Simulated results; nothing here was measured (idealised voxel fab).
voxel self aligned contacts: a process module
We display cut, a cross-section 295 nm in width whose square cells are each 5 nm.
In what follows, cross-sections appear as grids of square cells, described through bands that run from the top down, where every band is one or more rows of cells. Read a band's entry like this: the first values are the height of its top and the height of its bottom in nm, and what follows is the sequence of materials from left to right, each with its width in nm. Note that "empty" is empty space, and that a single material marked "throughout" reaches across the band from edge to edge. Heights are measured from 0, the level below which the as-received wafer is all one material; the lowest band has no bottom and continues downward, written as in "0 -> down". Width: "30->40" (first number = top row, second number = bottom row, same change from row to row of cells). Key: "nothing altered" - step with no changed cell in the cross-section. The label "Closed void roster" introduces a list of the empty spaces, 8 cells or larger, that have no open way up to the top; each entry in it reads width x height at distance, where the distance is taken from the left edge and all three are stated in nm. Whatever follows a step's settings on its line is a remark the simulator itself makes about that step. "overlay nm" answers the question of how far to the right of plan the mask lay on a step that has a mask, and when it is negative the answer is to the left.

### These are the steps we planned for the process
1 RECEIVE, material Si
2 CONFORMAL_DEP, material SiO2, thk nm 5
3 DIRECTIONAL_DEP, material polySi, thk nm 20
4 DIRECTIONAL_DEP, material SiN, thk nm 20
5 DIRECTIONAL_DEP, material aC, thk nm 10
6 PATTERN, tone cover, mask id GATE, material resist, width nm 20, pitch nm 75, thk nm 25, overlay nm 0
7 DIRECTIONAL_ETCH, etch materials aC, depth nm 10
8 STRIP, etch materials resist
9 DIRECTIONAL_ETCH, etch materials SiN, depth nm 20
10 DIRECTIONAL_ETCH, etch materials polySi, depth nm 20
11 STRIP, etch materials aC
12 CONFORMAL_DEP, material SiN, thk nm 10
13 DIRECTIONAL_ETCH, etch materials SiN, depth nm 10
14 FILL_DEP, material SiO2, thk nm 20
15 CMP, height nm 55
16 DIRECTIONAL_DEP, material aC, thk nm 15
17 PATTERN, tone open, mask id CONTACT, material resist, width nm 55, thk nm 30, overlay nm 0
18 DIRECTIONAL_ETCH, etch materials aC, depth nm 15
19 STRIP, etch materials resist
20 DIRECTIONAL_ETCH, etch materials SiO2, depth nm 55
21 STRIP, etch materials aC
22 CONFORMAL_DEP, material TiN, thk nm 5
23 FILL_DEP, material W, thk nm 5
24 CMP, height nm 55
25 CONFORMAL_DEP, material SiN, thk nm 5
varied across the wafers: width nm of step 6. The plan shows the first wafer's value. All wafers start alike

### First wafer of several, as received: cross-section after step 1
    0 -> down | Si throughout
    Closed void roster: none

### Module finished, last step 25 done: cross-section of the first of several wafers
    60 -> 55 | SiN throughout
    55 -> 45 | SiO2=120; TiN=5->15; W=45->25; TiN=5->15; SiO2=120
    45 -> 25 | SiO2=90; SiN=40; TiN=5; W=25; TiN=5; SiN=40; SiO2=90
    25 -> 5 | SiO2=90; SiN=10; polySi=20; SiN=10; TiN=5; W=25; TiN=5; SiN=10; polySi=20; SiN=10; SiO2=90
    5 -> 0 | SiO2=130; TiN=35; SiO2=130
    0 -> down | Si throughout
    Closed void roster: none

### The last wafer as seen in cross-section at the end of the module
    60 -> 55 | SiN throughout
    55 -> 50 | SiO2=120; TiN=5; W=45; TiN=5; SiO2=120
    50 -> 45 | SiO2=120; TiN=55; SiO2=120
    45 -> 25 | SiO2=80; SiN=65; TiN=10; SiN=65; SiO2=75
    25 -> 5 | SiO2=80; SiN=10; polySi=45; SiN=10; TiN=10; SiN=10; polySi=45; SiN=10; SiO2=75
    5 -> 0 | SiO2=145; TiN=10; SiO2=140
    0 -> down | Si throughout
    Closed void roster: none

### Take any row and you have a wafer at the end of the module: how many cells of each material it has gained (+) or lost (-) since it was received, and then its closed voids
width nm 20 | +155 SiN | +436 SiO2 | +31 TiN | +54 W | +32 polySi | Closed void roster: none
width nm 25 | +163 SiN | +429 SiO2 | +31 TiN | +45 W | +40 polySi | Closed void roster: none
width nm 30 | +171 SiN | +422 SiO2 | +31 TiN | +36 W | +48 polySi | Closed void roster: none
width nm 35 | +179 SiN | +415 SiO2 | +31 TiN | +27 W | +56 polySi | Closed void roster: none
width nm 40 | +187 SiN | +408 SiO2 | +31 TiN | +18 W | +64 polySi | Closed void roster: none
width nm 45 | +195 SiN | +401 SiO2 | +31 TiN | +9 W | +72 polySi | Closed void roster: none
